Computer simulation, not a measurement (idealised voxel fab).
Documented hereafter: the process module known as voxel gate over fins.
Square cells of 5 nm make up the cross-section cut, whose width is 295 nm.
A cross-section is a grid of square cells, given in bands from the top down. A band is one or more rows of cells. Quick guide to a band line: top height, bottom height (nm) up front; then every material left to right with its width in nm. Only one material and it's marked "full width"? Then it fills the band edge to edge. And "blank" just means empty space. Heights are measured from 0, the level below which the as-received wafer is all one material; the lowest band has no bottom and continues downward, written as in "0 -> down". A width such as "30->40" changes by the same amount from each row of cells to the next, from the band's top row to its bottom row. Step note "nothing got changed" = no cross-section cell changed. Voids not open to the top, 8 cells minimum: see "Cavities, closed". Written width x height at distance; distance is from the left edge; nm. On a step's line, text after the settings is the simulator commenting on that step. overlay nm: where the mask lay relative to plan, measured to the right, on steps with a mask; negatives go left.
Steps planned for the process:
1,RECEIVE (material Si)
2,CONFORMAL_DEP (material SiN; thk nm 10)
3,MASKED_ETCH (tone cover; mask id FINS; width nm 15; pitch nm 55; etch materials SiN; depth nm 10; overlay nm 0)
4,MASKED_ETCH (tone cover; mask id FINS; width nm 15; pitch nm 55; etch materials Si; depth nm 30; overlay nm 0)
5,OXIDIZE (depth nm 5)
6,FILL_DEP (material SiO2; thk nm 5)
7,CMP (height nm 10)
8,MASKED_ETCH (tone open; mask id RAIL; width nm 15; etch materials SiO2; depth nm 35; overlay nm 0)
9,CONFORMAL_DEP (material TiN; thk nm 5)
10,FILL_DEP (material W; thk nm 10)
11,CMP (height nm 10)
12,SELECTIVE_ETCH (etch materials W Ru TiN; depth nm 30)
13,FILL_DEP (material SiO2; thk nm 5)
14,CMP (height nm 10)
15,SELECTIVE_ETCH (etch materials SiO2; depth nm 25)
16,STRIP (etch materials SiN)
17,CONFORMAL_DEP (material HfO2; thk nm 5)
18,CONFORMAL_DEP (material TiN; thk nm 5)
19,FILL_DEP (material W; thk nm 10)
20,CMP (height nm 15)
21,CONFORMAL_DEP (material SiN; thk nm 5)
Incoming wafer, cross-sectional view, post step 1:
	0 -> down = Si full width
	Cavities, closed: none
As-planned run: cross-section of the first of two wafers at end of module:
	20 -> 15 = SiN full width
	15 -> 10 = W full width
	10 -> 5 = 105 of W | 25 of TiN | 30 of W | 25 of TiN | 110 of W
	5 -> 0 = 105 of W | 5 of TiN | 15 of HfO2 | 5 of TiN | 30 of W | 5 of TiN | 15 of HfO2 | 5 of TiN | 110 of W
	0 -> -5 = 105 of W | 5 of TiN | 5 of HfO2 | 5 of Si | 5 of HfO2 | 5 of TiN | 30 of W | 5 of TiN | 5 of HfO2 | 5 of Si | 5 of HfO2 | 5 of TiN | 110 of W
	-5 -> -10 = 110 of TiN | 5 of HfO2 | 5 of Si | 5 of HfO2 | 40 of TiN | 5 of HfO2 | 5 of Si | 5 of HfO2 | 115 of TiN
	-10 -> -15 = 115 of HfO2 | 5 of Si | 50 of HfO2 | 5 of Si | 120 of HfO2
	-15 -> -20 = 115 of SiO2 | 5 of Si | 50 of SiO2 | 5 of Si | 120 of SiO2
	-20 -> -25 = 115 of SiO2 | 5 of Si | 15 of SiO2 | 15 of TiN | 20 of SiO2 | 5 of Si | 120 of SiO2
	-25 -> -35 = 115 of SiO2 | 5 of Si | 50 of SiO2 | 5 of Si | 120 of SiO2
	-35 -> down = Si full width
	Cavities, closed: none
Wafer two, sectioned after the module: the first wafer's start, the first wafer's plan, and one mistake in how it was run:
	20 -> 15 = SiN full width
	15 -> 10 = W full width
	10 -> 5 = 105 of W | 25 of TiN | 30 of W | 25 of TiN | 110 of W
	5 -> 0 = 105 of W | 5 of TiN | 15 of HfO2 | 5 of TiN | 30 of W | 5 of TiN | 15 of HfO2 | 5 of TiN | 110 of W
	0 -> -5 = 105 of W | 5 of TiN | 5 of HfO2 | 5 of Si | 5 of HfO2 | 5 of TiN | 30 of W | 5 of TiN | 5 of HfO2 | 5 of Si | 5 of HfO2 | 5 of TiN | 110 of W
	-5 -> -10 = 110 of TiN | 5 of HfO2 | 5 of Si | 5 of HfO2 | 40 of TiN | 5 of HfO2 | 5 of Si | 5 of HfO2 | 115 of TiN
	-10 -> -15 = 115 of HfO2 | 5 of Si | 50 of HfO2 | 5 of Si | 120 of HfO2
	-15 -> -20 = 115 of SiO2 | 5 of Si | 50 of SiO2 | 5 of Si | 120 of SiO2
	-20 -> -25 = 115 of SiO2 | 5 of Si | 15 of SiO2 | 15 of TiN | 20 of SiO2 | 5 of Si | 120 of SiO2
	-25 -> -65 = 115 of SiO2 | 5 of Si | 50 of SiO2 | 5 of Si | 120 of SiO2
	-65 -> down = Si full width
	Cavities, closed: none
Where did the run depart from the plan? execution of plan step 4 occurred twice
The final cell counts differ between the wafers, with the second having more or fewer of some materials than the first: Si -342; SiO2 +342
